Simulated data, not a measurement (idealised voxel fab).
The process module that follows is named voxel transistor to metal.
Each square cell in cross-section cut measures 5 nm, and the section as a whole is 150 nm wide.
Heads up, the way a cross-section reads in here is a grid of square cells, handed over as bands from the top down, with every band being one or more rows of cells. Each band's line starts with the height of the band's top and of its bottom, in nm. Then come its materials from left to right, each with its width in nm. One material with "full width" fills the band from edge to edge. "air" is empty space. Height is counted from the level 0, under which the received wafer is composed throughout of one material. The lowest of the bands is not closed at the bottom but continues downward, in the notation "0 nm and below". When a width is written as two numbers, as in "30 to 40", the first number is the width in the top row of cells of the band and the second is the width in its bottom row, and the width changes by the same amount from each row to the next. Step note "no modification" = no cross-section cell changed. Under "Internal closed voids" you'll find the enclosed gaps, the ones with no way out to the top, that are 8 cells or bigger; each reads width x height at distance, with distance counted from the left edge, everything in nm. Formally, on a step line, whatever follows the settings is a remark that the simulator itself makes on the step. overlay nm: how far to the right of its planned place the mask lay on this masked step (negative: to the left).

Process steps (planned)
step 1: RECEIVE,material Si
step 2: CONFORMAL_DEP,material SiO2,thk nm 5
step 3: CONFORMAL_DEP,material SiN,thk nm 10
step 4: PATTERN,tone cover,mask id ACTIVE,material resist,width nm 90,thk nm 15,overlay nm 0
step 5: DIRECTIONAL_ETCH,etch materials SiN,depth nm 10
step 6: DIRECTIONAL_ETCH,etch materials SiO2,depth nm 5
step 7: DIRECTIONAL_ETCH,etch materials Si,depth nm 30
step 8: STRIP,etch materials resist
step 9: FILL_DEP,material SiO2,thk nm 5
step 10: CMP,height nm 15
step 11: SELECTIVE_ETCH,etch materials SiO2,depth nm 5
step 12: STRIP,etch materials SiN
step 13: SELECTIVE_ETCH,etch materials SiO2,depth nm 5
step 14: OXIDIZE,depth nm 5
step 15: DIRECTIONAL_DEP,material polySi,thk nm 30
step 16: DIRECTIONAL_DEP,material SiCN,thk nm 15
step 17: DIRECTIONAL_DEP,material aC,thk nm 15
step 18: PATTERN,tone cover,mask id GATE,material resist,width nm 20,thk nm 35,overlay nm 0
step 19: DIRECTIONAL_ETCH,etch materials aC,depth nm 15
step 20: STRIP,etch materials resist
step 21: DIRECTIONAL_ETCH,etch materials SiCN,depth nm 25
step 22: DIRECTIONAL_ETCH,etch materials polySi,depth nm 40
step 23: STRIP,etch materials aC
step 24: CONFORMAL_DEP,material SiN,thk nm 5
step 25: DIRECTIONAL_ETCH,etch materials SiN,depth nm 5
step 26: DIRECTIONAL_ETCH,etch materials SiO2,depth nm 5
step 27: DIRECTIONAL_ETCH,etch materials Si,depth nm 10
step 28: EPI,material SiGe,thk nm 15
step 29: FILL_DEP,material SiO2,thk nm 10
step 30: CMP,height nm 45
step 31: DIRECTIONAL_DEP,material SiO2,thk nm 15
step 32: DIRECTIONAL_DEP,material aC,thk nm 15
step 33: PATTERN,tone open,mask id CONTACT,material resist,width nm 15,pitch nm 65,thk nm 35,overlay nm 0
step 34: DIRECTIONAL_ETCH,etch materials aC,depth nm 15
step 35: STRIP,etch materials resist
step 36: DIRECTIONAL_ETCH,etch materials SiO2,depth nm 60
step 37: STRIP,etch materials aC
step 38: CONFORMAL_DEP,material TiN,thk nm 5
step 39: FILL_DEP,material Ru,thk nm 5
step 40: CMP,height nm 60
step 41: CONFORMAL_DEP,material SiN,thk nm 5
step 42: DIRECTIONAL_DEP,material SiO2,thk nm 25
step 43: MASKED_ETCH,tone open,mask id METAL_1,width nm 15,pitch nm 65,etch materials SiO2,depth nm 25,overlay nm 0
step 44: MASKED_ETCH,tone open,mask id METAL_1,width nm 15,pitch nm 65,etch materials SiN,depth nm 5,overlay nm 0
step 45: CONFORMAL_DEP,material TiN,thk nm 5
step 46: FILL_DEP,material Ru,thk nm 5
step 47: CMP,height nm 90
step 48: CONFORMAL_DEP,material SiCN,thk nm 5

Cross-section of the wafer upon arrival, representing the state reached after step 1
  0 nm and below = Si full width
  Internal closed voids: none

One mistake in running the module, otherwise start and plan as above: cross-section at the end
  95 nm to 90 nm = SiCN full width
  90 nm to 65 nm = 35 SiO2, 5 TiN, 5 Ru, 5 TiN, 50 SiO2, 5 TiN, 5 Ru, 5 TiN, 35 SiO2
  65 nm to 60 nm = 35 SiN, 15 TiN, 50 SiN, 15 TiN, 35 SiN
  60 nm to 45 nm = 35 SiO2, 5 TiN, 5 Ru, 5 TiN, 50 SiO2, 5 TiN, 5 Ru, 5 TiN, 35 SiO2
  45 nm to 40 nm = 35 SiO2, 5 TiN, 5 Ru, 5 TiN, 10 SiO2, 5 SiN, 20 SiO2, 5 SiN, 10 SiO2, 5 TiN, 5 Ru, 5 TiN, 35 SiO2
  40 nm to 30 nm = 35 SiO2, 5 TiN, 5 Ru, 5 TiN, 10 SiO2, 5 SiN, 20 SiCN, 5 SiN, 10 SiO2, 5 TiN, 5 Ru, 5 TiN, 35 SiO2
  30 nm to 5 nm = 35 SiO2, 5 TiN, 5 Ru, 5 TiN, 10 SiO2, 5 SiN, 20 polySi, 5 SiN, 10 SiO2, 5 TiN, 5 Ru, 5 TiN, 35 SiO2
  5 nm to 0 nm = 25 SiO2, 5 SiN, 5 SiO2, 15 TiN, 10 SiO2, 5 SiN, 20 polySi, 5 SiN, 10 SiO2, 15 TiN, 5 SiO2, 5 SiN, 25 SiO2
  0 nm to -5 nm = SiO2 full width
  -5 nm to -30 nm = 30 SiO2, 90 Si, 30 SiO2
  -30 nm and below = Si full width
  Internal closed voids: none
Short version of what went wrong: for step 26, the planned setting was not used; the step was instead run as DIRECTIONAL_ETCH,etch materials SiCN,depth nm 5
